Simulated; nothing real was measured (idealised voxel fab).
Process module name: voxel fin reveal
In the cross-section labelled cut, the width is 175 nm and each square cell is 5 nm.
Cross-section = grid of square cells, listed top down in bands; band = one or more rows. The band entry comprises the height of the band's top followed by the height of its bottom, expressed in nm, and subsequently the band's materials from left to right, each stated together with its width in nm. Where a single material is marked with the word "everywhere", that material fills the band from edge to edge. The word "blank" represents empty space. For the purposes of this specification, 0 denotes the height below which the wafer in its as-received condition is composed wholly of one material, and the lowermost band, lacking a lower limit, extends downward without end, as expressed in "from 0 down". Width: "30 to 40" (first number = top row, second number = bottom row, same change from row to row of cells). For the purposes of this document, the phrase "nothing changed" attached to a step denotes that no cell within the cross-section was modified by that step. Listed in "Voids, sealed": every empty space of 8 or more cells without an open way to the top. Form: width x height at distance, the distance being from the left edge, all in nm. Past the settings on a step's line: simulator remark, on that step. Regarding "overlay nm": on a step with a mask, it is the distance the mask lay to the right of its planned place; a negative value places it to the left.

### The planned process steps are enumerated hereunder
| 1 | op RECEIVE | material Si |
| 2 | op CONFORMAL_DEP | material SiN | thk nm 5 |
| 3 | op MASKED_ETCH | tone cover | mask id FINS | width nm 15 | pitch nm 40 | etch materials SiN | depth nm 5 | overlay nm 0 |
| 4 | op MASKED_ETCH | tone cover | mask id FINS | width nm 15 | pitch nm 40 | etch materials Si | depth nm 35 | overlay nm 0 |
| 5 | op FILL_DEP | material SiO2 | thk nm 10 |
| 6 | op CMP | height nm 5 |
| 7 | op SELECTIVE_ETCH | etch materials SiO2 | depth nm 20 |
| 8 | op STRIP | etch materials SiN |

### Delivered wafer in cross-section: state after step 1
* from 0 down = Si everywhere
* Voids, sealed: none

### Wafer at module end, in section. Began as above, planned as above, run with one mistake
* from 5 to 0 = blank 40; SiN 15; blank 25; SiN 15; blank 25; SiN 15; blank 40
* from 0 to -35 = blank 40; Si 15; blank 25; Si 15; blank 25; Si 15; blank 40
* from -35 down = Si everywhere
* Voids, sealed: none
What was done differently from what was planned? step 8 did not use the planned setting and instead ran as op STRIP | etch materials SiO2
